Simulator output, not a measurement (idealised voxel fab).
process module | voxel ribs on slabs
cross-section cut | 150 nm wide | cells 5 nm
A cross-section is a grid of square cells, given in bands from the top down. A band is one or more rows of cells.
Each band's line starts with the height of the band's top and of its bottom, in nm. Then come its materials from left to right, each with its width in nm. One material with "throughout" fills the band from edge to edge. "air" is empty space.
Height 0 is the level under which the wafer as received is all one material. The lowest band goes on downwards, as in "0 down".
A width such as "30 to 40" changes by the same amount from each row of cells to the next, from the band's top row to its bottom row.
"no change" after a step means that no cell of the cross-section changed.
closed voids: empty space of 8 cells or more with no open way to the top, each as width x height at its distance from the left edge, in nm
after a step's settings: what the simulator itself notes on the step
overlay nm, on a step with a mask: how far to the right of its planned place the mask lay; to the left if negative
plan
1 op RECEIVE | material Si
2 op DIRECTIONAL_DEP | material SiO2 | thk nm 30
3 op DIRECTIONAL_DEP | material SiN | thk nm 15
4 op MASKED_ETCH | tone cover | mask id RIB | width nm 30 | etch materials SiN | depth nm 5 | overlay nm 0
5 op PATTERN | tone cover | mask id SLAB | material resist | width nm 60 | thk nm 20 | overlay nm 0
6 op DIRECTIONAL_ETCH | etch materials SiN | depth nm 10
7 op STRIP | etch materials resist
8 op FILL_DEP | material SiO2 | thk nm 20
9 op CMP | height nm 55
10 op DIRECTIONAL_DEP | material TiN | thk nm 10
11 op MASKED_ETCH | tone cover | mask id HEATER | width nm 40 | etch materials TiN | depth nm 10 | overlay nm 0
12 op CONFORMAL_DEP | material SiO2 | thk nm 5
as received, after step 1
  0 down: Si throughout
  closed voids: none
first wafer at the end, as planned
  70 to 65: air 50 | SiO2 50 | air 50
  65 to 60: air 50 | SiO2 5 | TiN 40 | SiO2 5 | air 50
  60 to 55: SiO2 55 | TiN 40 | SiO2 55
  55 to 45: SiO2 throughout
  45 to 40: SiO2 60 | SiN 30 | SiO2 60
  40 to 30: SiO2 45 | SiN 60 | SiO2 45
  30 to 0: SiO2 throughout
  0 down: Si throughout
  closed voids: none
second wafer at the end: like start, like plan, one mistake
  70 to 65: air 50 | SiO2 50 | air 50
  65 to 60: air 50 | SiO2 5 | TiN 40 | SiO2 5 | air 50
  60 to 55: SiO2 55 | TiN 40 | SiO2 55
  55 to 45: SiO2 throughout
  45 to 40: SiO2 60 | SiN 30 | SiO2 60
  40 to 30: SiO2 45 | SiN 65 | SiO2 40
  30 to 0: SiO2 throughout
  0 down: Si throughout
  closed voids: none
what went wrong: step 5 ran as: op PATTERN | tone cover | mask id SLAB | material resist | width nm 65 | thk nm 20 | overlay nm 0
at the end the second wafer has, in cells: 2 more of SiN | 2 fewer of SiO2
